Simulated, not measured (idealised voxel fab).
process module | voxel double patterning
cross-section cut | 140 nm wide | cells 5 nm
A cross-section is a grid of square cells, given in bands from the top down. A band is one or more rows of cells.
Each band's line starts with the height of the band's top and of its bottom, in nm. Then come its materials from left to right, each with its width in nm. One material with "throughout" fills the band from edge to edge. "air" is empty space.
Height 0 is the level under which the wafer as received is all one material. The lowest band goes on downwards, as in "0 down".
A width such as "30 to 40" changes by the same amount from each row of cells to the next, from the band's top row to its bottom row.
"no change" after a step means that no cell of the cross-section changed.
closed voids: empty space of 8 cells or more with no open way to the top, each as width x height at its distance from the left edge, in nm
after a step's settings: what the simulator itself notes on the step
overlay nm, on a step with a mask: how far to the right of its planned place the mask lay; to the left if negative
plan
1 op RECEIVE | material Si
2 op CONFORMAL_DEP | material SiO2 | thk nm 5
3 op DIRECTIONAL_DEP | material W | thk nm 15
4 op DIRECTIONAL_DEP | material SiN | thk nm 5
5 op MASKED_ETCH | tone open | mask id FIRST | width nm 15 | pitch nm 50 | etch materials SiN | depth nm 5 | overlay nm 0
6 op MASKED_ETCH | tone open | mask id SECOND | width nm 15 | etch materials SiN | depth nm 5 | overlay nm 0
7 op DIRECTIONAL_ETCH | etch materials W | depth nm 15
8 op STRIP | etch materials SiN
as received, after step 1
  0 down: Si throughout
  closed voids: none
a wafer at the end: this start, this plan, one mistake
  25 to 20: SiO2 throughout
  20 to 5: W throughout
  5 to 0: SiO2 throughout
  0 down: Si throughout
  closed voids: none
what went wrong: step 4 ran as: op DIRECTIONAL_DEP | material SiO2 | thk nm 5
